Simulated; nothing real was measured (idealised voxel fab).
process module | voxel self aligned vias
cross-section cut | 240 nm wide | cells 5 nm
A cross-section is a grid of square cells, given in bands from the top down. A band is one or more rows of cells.
Each band's line starts with the height of the band's top and of its bottom, in nm. Then come its materials from left to right, each with its width in nm. One material with "throughout" fills the band from edge to edge. "air" is empty space.
Height 0 is the level under which the wafer as received is all one material. The lowest band goes on downwards, as in "0 down".
A width such as "30 to 40" changes by the same amount from each row of cells to the next, from the band's top row to its bottom row.
"no change" after a step means that no cell of the cross-section changed.
closed voids: empty space of 8 cells or more with no open way to the top, each as width x height at its distance from the left edge, in nm
after a step's settings: what the simulator itself notes on the step
overlay nm, on a step with a mask: how far to the right of its planned place the mask lay; to the left if negative
plan
1 op RECEIVE | material Si
2 op CONFORMAL_DEP | material SiO2 | thk nm 15
3 op CONFORMAL_DEP | material SiCN | thk nm 5
4 op DIRECTIONAL_DEP | material SiO2 | thk nm 30
5 op DIRECTIONAL_DEP | material aC | thk nm 10
6 op PATTERN | tone open | mask id LINES | material resist | width nm 20 | pitch nm 50 | thk nm 30 | overlay nm 0
7 op DIRECTIONAL_ETCH | etch materials aC | depth nm 10
8 op STRIP | etch materials resist
9 op DIRECTIONAL_ETCH | etch materials SiO2 | depth nm 30
10 op STRIP | etch materials aC
11 op CONFORMAL_DEP | material TiN | thk nm 5
12 op FILL_DEP | material Ru | thk nm 5
13 op CMP | height nm 50
14 op SELECTIVE_ETCH | etch materials W Ru TiN | depth nm 5
15 op FILL_DEP | material SiN | thk nm 5
16 op CMP | height nm 50
17 op DIRECTIONAL_DEP | material SiO2 | thk nm 20
18 op PATTERN | tone open | mask id VIAS | material resist | width nm 30 | pitch nm 100 | thk nm 20 | overlay nm 0
19 op DIRECTIONAL_ETCH | etch materials SiO2 | depth nm 20
20 op DIRECTIONAL_ETCH | etch materials SiN | depth nm 5
21 op STRIP | etch materials resist
22 op CONFORMAL_DEP | material TiN | thk nm 5
23 op FILL_DEP | material Cu | thk nm 5
24 op CMP | height nm 70
25 op CONFORMAL_DEP | material SiN | thk nm 5
as received, after step 1
  0 down: Si throughout
  closed voids: none
a wafer at the end: this start, this plan, one mistake
  75 to 70: SiN throughout
  70 to 55: SiO2 55 | TiN 5 | Cu 20 | TiN 5 | SiO2 70 | TiN 5 | Cu 20 | TiN 5 | SiO2 55
  55 to 50: SiO2 55 | TiN 15 | Cu 10 | TiN 5 | SiO2 70 | TiN 15 | Cu 10 | TiN 5 | SiO2 55
  50 to 45: SiO2 65 | TiN 20 | SiO2 30 | SiN 20 | SiO2 30 | TiN 20 | SiO2 55
  45 to 25: SiO2 65 | TiN 5 | Ru 10 | TiN 5 | SiO2 30 | TiN 5 | Ru 10 | TiN 5 | SiO2 30 | TiN 5 | Ru 10 | TiN 5 | SiO2 55
  25 to 20: SiO2 65 | TiN 20 | SiO2 30 | TiN 20 | SiO2 30 | TiN 20 | SiO2 55
  20 to 15: SiCN throughout
  15 to 0: SiO2 throughout
  0 down: Si throughout
  closed voids: none
what went wrong: step 6 ran as: op PATTERN | tone open | mask id LINES | material resist | width nm 20 | pitch nm 50 | thk nm 30 | overlay nm 5
